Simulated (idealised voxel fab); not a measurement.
The process module presented herein is designated voxel capacitor over wiring.
The width of the displayed cross-section, cut, is 230 nm; its cells are square, with a size of 5 nm.
Notation: cross-section as square-cell grid; stated in bands, top first, going down; one or more cell rows per band. Band: top height; bottom height; in nm. Then, left to right: material with width in nm, for each material. "all across": a single material spanning edge to edge. "empty": empty space. Height 0 is the level under which the wafer as received is all one material. The lowest band goes on downwards, as in "0 -> down". With a width like "30..40", each row of cells in the band differs from the next by the same amount, the top row carrying the first number and the bottom row the second. "all unchanged" after a step means that no cell of the cross-section changed. Entry "Cavities, closed". Content: empty spaces with no open connection to the top, size 8 cells or greater. Each: width x height at distance. Distance: from left edge. Unit: nm. The remark found on a step's line after its settings is issued by the simulator itself and pertains to that step. The line of a step may include "overlay nm". On a step with a mask, this value is how far to the right of its planned place the mask lay. A negative value means the mask lay to the left.

### Set out below are the planned steps of the process
- 1: op RECEIVE | material Si
- 2: op CONFORMAL_DEP | material SiO2 | thk nm 10
- 3: op CONFORMAL_DEP | material SiN | thk nm 5
- 4: op DIRECTIONAL_DEP | material lowk | thk nm 15
- 5: op PATTERN | tone open | mask id METAL_1 | material resist | width nm 20 | pitch nm 80 | thk nm 20 | overlay nm 0
- 6: op DIRECTIONAL_ETCH | etch materials lowk | depth nm 15
- 7: op DIRECTIONAL_ETCH | etch materials SiN | depth nm 5
- 8: op STRIP | etch materials resist
- 9: op CONFORMAL_DEP | material TiN | thk nm 5
- 10: op FILL_DEP | material W | thk nm 10
- 11: op CMP | height nm 30
- 12: op CONFORMAL_DEP | material SiCN | thk nm 5
- 13: op DIRECTIONAL_DEP | material SiO2 | thk nm 15
- 14: op MASKED_ETCH | tone open | mask id PLUG_1 | width nm 15 | etch materials SiO2 | depth nm 15 | overlay nm -15
- 15: op MASKED_ETCH | tone open | mask id PLUG_1 | width nm 15 | etch materials SiCN | depth nm 5 | overlay nm 0
- 16: op CONFORMAL_DEP | material TiN | thk nm 5
- 17: op FILL_DEP | material Ru | thk nm 10
- 18: op CMP | height nm 50
- 19: op DIRECTIONAL_DEP | material TiN | thk nm 5
- 20: op DIRECTIONAL_DEP | material Al2O3 | thk nm 5
- 21: op DIRECTIONAL_DEP | material TiN | thk nm 5
- 22: op MASKED_ETCH | tone cover | mask id UPPER_PLATE | width nm 65 | etch materials TiN | depth nm 5 | overlay nm 0
- 23: op MASKED_ETCH | tone cover | mask id UPPER_PLATE | width nm 65 | etch materials Al2O3 | depth nm 5 | overlay nm 0
- 24: op PATTERN | tone cover | mask id LOWER_PLATE | material resist | width nm 75 | thk nm 20 | overlay nm 0
- 25: op DIRECTIONAL_ETCH | etch materials TiN | depth nm 5
- 26: op STRIP | etch materials resist
- 27: op FILL_DEP | material SiO2 | thk nm 15
- 28: op CMP | height nm 75
- 29: op MASKED_ETCH | tone open | mask id PLUG_2 | width nm 15 | etch materials SiO2 | depth nm 10 | overlay nm 0
- 30: op CONFORMAL_DEP | material TiN | thk nm 5
- 31: op FILL_DEP | material Ru | thk nm 10
- 32: op CMP | height nm 75
- 33: op CONFORMAL_DEP | material SiN | thk nm 5
The value of overlay nm given for step 14 in the plan refers to the first wafer; the wafers vary in this setting and are alike at the start.

### As-received state after step 1, first of several wafers, cross-section
	0 -> down  Si all across
	Cavities, closed: none

### The first of several wafers, seen in cross-section after the module's last step, step 33
	80 -> 75  SiN all across
	75 -> 70  80 SiO2 | 5 TiN | 5 Ru | 5 TiN | 135 SiO2
	70 -> 60  80..70 SiO2 | 15..65 TiN | 135..95 SiO2
	60 -> 55  70 SiO2 | 65 Al2O3 | 95 SiO2
	55 -> 50  65 SiO2 | 75 TiN | 90 SiO2
	50 -> 40  55 SiO2 | 5 TiN | 5 Ru | 5 TiN | 160 SiO2
	40 -> 35  55 SiO2 | 15 TiN | 160 SiO2
	35 -> 30  SiCN all across
	30 -> 15  65 lowk | 5 TiN | 10 W | 5 TiN | 60 lowk | 5 TiN | 10 W | 5 TiN | 65 lowk
	15 -> 10  65 SiN | 20 TiN | 60 SiN | 20 TiN | 65 SiN
	10 -> 0  SiO2 all across
	0 -> down  Si all across
	Cavities, closed: none

### At the end of the module, the last of several wafers in cross-section
	80 -> 75  SiN all across
	75 -> 70  80 SiO2 | 5 TiN | 5 Ru | 5 TiN | 135 SiO2
	70 -> 60  80..70 SiO2 | 15..65 TiN | 135..95 SiO2
	60 -> 55  70 SiO2 | 65 Al2O3 | 95 SiO2
	55 -> 50  65 SiO2 | 75 TiN | 90 SiO2
	50 -> 40  85 SiO2 | 5 TiN | 5 Ru | 5 TiN | 130 SiO2
	40 -> 35  85 SiO2 | 15 TiN | 130 SiO2
	35 -> 30  SiCN all across
	30 -> 15  65 lowk | 5 TiN | 10 W | 5 TiN | 60 lowk | 5 TiN | 10 W | 5 TiN | 65 lowk
	15 -> 10  65 SiN | 20 TiN | 60 SiN | 20 TiN | 65 SiN
	10 -> 0  SiO2 all across
	0 -> down  Si all across
	Cavities, closed: none

### Quick key for the table: a row per wafer, taken at the end of the module. For each material it tells you how many cells the wafer gained (+) or lost (-) since it came in, and the closed voids come after
overlay nm -15, +13 Al2O3, +3 Ru, +46 SiCN, +84 SiN, +404 SiO2, +60 TiN, +12 W, +114 lowk, Cavities, closed: none
overlay nm -10, +13 Al2O3, +3 Ru, +45 SiCN, +84 SiN, +404 SiO2, +61 TiN, +12 W, +114 lowk, Cavities, closed: none
overlay nm -5, +13 Al2O3, +3 Ru, +44 SiCN, +84 SiN, +404 SiO2, +62 TiN, +12 W, +114 lowk, Cavities, closed: none
overlay nm 0, +13 Al2O3, +4 Ru, +43 SiCN, +84 SiN, +404 SiO2, +62 TiN, +12 W, +114 lowk, Cavities, closed: none
overlay nm 5, +13 Al2O3, +3 Ru, +44 SiCN, +84 SiN, +404 SiO2, +62 TiN, +12 W, +114 lowk, Cavities, closed: none
overlay nm 10, +13 Al2O3, +3 Ru, +45 SiCN, +84 SiN, +404 SiO2, +61 TiN, +12 W, +114 lowk, Cavities, closed: none
overlay nm 15, +13 Al2O3, +3 Ru, +46 SiCN, +84 SiN, +404 SiO2, +60 TiN, +12 W, +114 lowk, Cavities, closed: none
